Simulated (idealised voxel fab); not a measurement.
Module name: voxel self aligned contacts (process module)
Cross-section cut spans 235 nm and uses square cells 5 nm in size.
In this document a cross-section is written as a grid of square cells. It is given as a series of bands, listed from the top down, and a band is one or more rows of cells.
A band entry consists of two parts. The first gives the height of the band's top and the height of its bottom, in nm. The rest lists the band's materials from left to right, each with its width in nm. A single material labelled with the word "everywhere" fills the band from edge to edge, and the word "air" marks empty space.
Basically, 0 is our baseline, since under it the wafer straight out of the box is all one material. The bottom band has no lower end and keeps on going down, so it looks like "0 and below".
Width "30->40": first value at the band's top row of cells, second value at its bottom row, equal change from row to row.
Step note "no change occurred" = no cross-section cell changed.
What "Cavities, sealed" gives you is every empty space of 8 cells or more that is cut off from the top. Each appears as width x height at distance, with the distance taken from the left edge and width, height and distance all in nm.
On a step's line, text after the settings is the simulator commenting on that step.
On any step carrying a mask, the "overlay nm" setting, if present on the step's line, tells how far right of its planned place the mask lay; negative values point to the left.

**Listed below are the process steps as planned**
1: op RECEIVE | material Si
2: op CONFORMAL_DEP | material SiO2 | thk nm 5
3: op DIRECTIONAL_DEP | material polySi | thk nm 30
4: op DIRECTIONAL_DEP | material SiN | thk nm 20
5: op DIRECTIONAL_DEP | material aC | thk nm 15
6: op PATTERN | tone cover | mask id GATE | material resist | width nm 25 | pitch nm 60 | thk nm 30 | overlay nm -15
7: op DIRECTIONAL_ETCH | etch materials aC | depth nm 15
8: op STRIP | etch materials resist
9: op DIRECTIONAL_ETCH | etch materials SiN | depth nm 20
10: op DIRECTIONAL_ETCH | etch materials polySi | depth nm 30
11: op STRIP | etch materials aC
12: op CONFORMAL_DEP | material SiN | thk nm 10
13: op DIRECTIONAL_ETCH | etch materials SiN | depth nm 10
14: op FILL_DEP | material SiO2 | thk nm 15
15: op CMP | height nm 65
16: op MASKED_ETCH | tone open | mask id CONTACT | width nm 45 | pitch nm 60 | etch materials SiO2 | depth nm 65 | overlay nm 0
17: op CONFORMAL_DEP | material TiN | thk nm 5
18: op FILL_DEP | material W | thk nm 5
19: op CMP | height nm 65
20: op CONFORMAL_DEP | material SiN | thk nm 5
Variable across wafers: step 6 overlay nm (plan value is that of the first wafer; starting state common to all).

**First of several wafers, received after step 1, in cross-section**
* 0 and below  Si everywhere
* Cavities, sealed: none

**Post step 20, the closing step of the module: first of several wafers, cross-sectioned**
* 70 down to 65  SiN everywhere
* 65 down to 55  SiO2: 65, TiN: 5, W: 35->5, TiN: 5->35, SiO2: 15, TiN: 5, W: 35->5, TiN: 5->35, SiO2: 65
* 55 down to 35  SiO2: 20, SiN: 45, TiN: 5, W: 5, TiN: 5, SiN: 45, TiN: 5, W: 5, TiN: 5, SiN: 45, SiO2: 50
* 35 down to 5  SiO2: 20, SiN: 10, polySi: 25, SiN: 10, TiN: 5, W: 5, TiN: 5, SiN: 10, polySi: 25, SiN: 10, TiN: 5, W: 5, TiN: 5, SiN: 10, polySi: 25, SiN: 10, SiO2: 50
* 5 down to 0  SiO2: 65, TiN: 15, SiO2: 45, TiN: 15, SiO2: 95
* 0 and below  Si everywhere
* Cavities, sealed: none

**Last wafer x-sec, end of module**
* 70 down to 65  SiN everywhere
* 65 down to 55  SiO2: 65, TiN: 5->35, W: 35->5, TiN: 5, SiO2: 15, TiN: 5->35, W: 35->5, TiN: 5, SiO2: 65
* 55 down to 35  SiO2: 50, SiN: 45, TiN: 5, W: 5, TiN: 5, SiN: 45, TiN: 5, W: 5, TiN: 5, SiN: 45, SiO2: 20
* 35 down to 5  SiO2: 50, SiN: 10, polySi: 25, SiN: 10, TiN: 5, W: 5, TiN: 5, SiN: 10, polySi: 25, SiN: 10, TiN: 5, W: 5, TiN: 5, SiN: 10, polySi: 25, SiN: 10, SiO2: 20
* 5 down to 0  SiO2: 95, TiN: 15, SiO2: 45, TiN: 15, SiO2: 65
* 0 and below  Si everywhere
* Cavities, sealed: none

**each wafer at the end: cells of each material gained (+) or lost (-) since it was received, then its closed voids**
overlay nm -15, +227 SiN, +239 SiO2, +66 TiN, +36 W, +90 polySi, Cavities, sealed: none
overlay nm -10, +227 SiN, +239 SiO2, +66 TiN, +36 W, +90 polySi, Cavities, sealed: none
overlay nm -5, +227 SiN, +239 SiO2, +66 TiN, +36 W, +90 polySi, Cavities, sealed: none
overlay nm 0, +227 SiN, +239 SiO2, +66 TiN, +36 W, +90 polySi, Cavities, sealed: none
overlay nm 5, +227 SiN, +239 SiO2, +66 TiN, +36 W, +90 polySi, Cavities, sealed: none
overlay nm 10, +227 SiN, +239 SiO2, +66 TiN, +36 W, +90 polySi, Cavities, sealed: none
overlay nm 15, +227 SiN, +239 SiO2, +66 TiN, +36 W, +90 polySi, Cavities, sealed: none
